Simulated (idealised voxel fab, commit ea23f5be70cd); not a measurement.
The process module that follows is named voxel plated lines.
Shown is cross-section cut, with a width of 225 nm and square cells of size 5 nm.
Cross-section, as written here: a square-cell grid given band by band from the top down, where a band holds one or more rows of cells.
Top, bottom (nm), then materials left to right with widths (nm); lone material tagged "everywhere" fills the whole band edge to edge; "air" = empty space.
Beneath 0, the wafer as received is one material, and that level is where height counting begins. The lowest band goes on downward without a bottom; it is written like "0 -> down".
Per-row width for "30..40": begins at first number (top row of band), ends at second number (bottom row), increment between rows held constant.
Where a step carries "remained the same", the cross-section came out of it unchanged, cell for cell.
If an empty space has no open way to the top and is at least 8 cells in size, "Sealed-off cavities" lists it, written width x height at distance, where distance is measured from the left edge and every value is in nm.
That trailing text on a step's line, after the settings, is the simulator's own remark on the step.
The line of a step may include "overlay nm". On a step with a mask, this value is how far to the right of its planned place the mask lay. A negative value means the mask lay to the left.

Below is the list of planned process steps:
| 1 | RECEIVE: material Si |
| 2 | CONFORMAL_DEP: material SiO2, thk nm 5 |
| 3 | DIRECTIONAL_DEP: material TiN, thk nm 5 |
| 4 | PATTERN: tone open, mask id LINES, material resist, width nm 30, pitch nm 45, thk nm 30, overlay nm 0 |
| 5 | EPI: material Ru, thk nm 10 |
| 6 | EPI: material Ru, thk nm 10 |
| 7 | STRIP: etch materials resist |
| 8 | DIRECTIONAL_ETCH: etch materials TiN, depth nm 5 |
| 9 | CONFORMAL_DEP: material SiN, thk nm 10 |

Step 1 complete: cross-section of the wafer as received:
* 0 -> down | Si everywhere
* Sealed-off cavities: none

Here's the wafer cut in cross-section after the module, started and planned just like above, except one thing was done wrong in the run:
* 40 -> 30 | air 40 / SiN 140 / air 45
* 30 -> 15 | air 40 / SiN 10 / Ru 30 / SiN 15 / Ru 30 / SiN 15 / Ru 30 / SiN 10 / air 45
* 15 -> 10 | SiN 50 / Ru 30 / SiN 15 / Ru 30 / SiN 15 / Ru 30 / SiN 55
* 10 -> 5 | SiN 50 / TiN 30 / SiN 15 / TiN 30 / SiN 15 / TiN 30 / SiN 55
* 5 -> 0 | TiN everywhere
* 0 -> down | Si everywhere
* Sealed-off cavities: none
Error vs. plan: for step 2, the planned setting was not used; the step was instead run as CONFORMAL_DEP: material TiN, thk nm 5
